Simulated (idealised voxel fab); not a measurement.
Title: Process Module voxel fin reveal
Section cut is 215 nm wide and gridded with 5 nm square cells.
If you're reading a cross-section in this doc, picture square cells in a grid; it comes to you as bands, top ones listed first down to the bottom, and a band can be one or more rows of cells.
Basically the band line says how high the top is and how high the bottom is, in nm, and then what's in it from left to right, every material with its width in nm. Empty space shows up as "empty", and if a single material carries "throughout" it runs the full band edge to edge.
The reference from which all heights are counted is 0, the level beneath which the as-received wafer is entirely one material; the lowest band, having no lower bound, proceeds downward and is written after the example "z 0 and below".
With a width like "30->40", each row of cells in the band differs from the next by the same amount, the top row carrying the first number and the bottom row the second.
"no change occurred" (step): cross-section cells unchanged, all of them.
In "Enclosed internal cavities" the enclosed voids are listed, meaning empty spaces of 8 cells or larger without any opening to the top. The form is width x height at distance, distance from the left edge, units nm.
What comes after the settings on a step's line is commentary from the simulator itself on that step.
overlay nm: step with mask; distance mask lay right of planned place; negative value = left of planned place.
So here's the lineup of process steps we planned:
1,RECEIVE with material Si
2,CONFORMAL_DEP with material SiN, thk nm 5
3,PATTERN with tone cover, mask id FINS, material resist, width nm 15, pitch nm 45, thk nm 15, overlay nm 0
4,DIRECTIONAL_ETCH with etch materials SiN, depth nm 5
5,DIRECTIONAL_ETCH with etch materials Si, depth nm 30
6,STRIP with etch materials resist
7,FILL_DEP with material SiO2, thk nm 10
8,CMP with height nm 5
9,SELECTIVE_ETCH with etch materials SiO2, depth nm 20
10,STRIP with etch materials SiN
Cross-section of the wafer as it came to us, i.e., already through step 1:
z 0 and below  Si throughout
Enclosed internal cavities: none
Starting wafer: above. Plan: above. Run: one mistake. Cross-section after the module: below:
z 0 to -15  Si (75); empty (15); Si (30); empty (15); Si (80)
z -15 to -30  Si (75); SiO2 (15); Si (30); SiO2 (15); Si (80)
z -30 and below  Si throughout
Enclosed internal cavities: none
Deviation from plan: in deviation from the planned setting, step 3 was conducted as PATTERN with tone open, mask id FINS, material resist, width nm 15, pitch nm 45, thk nm 15, overlay nm 0
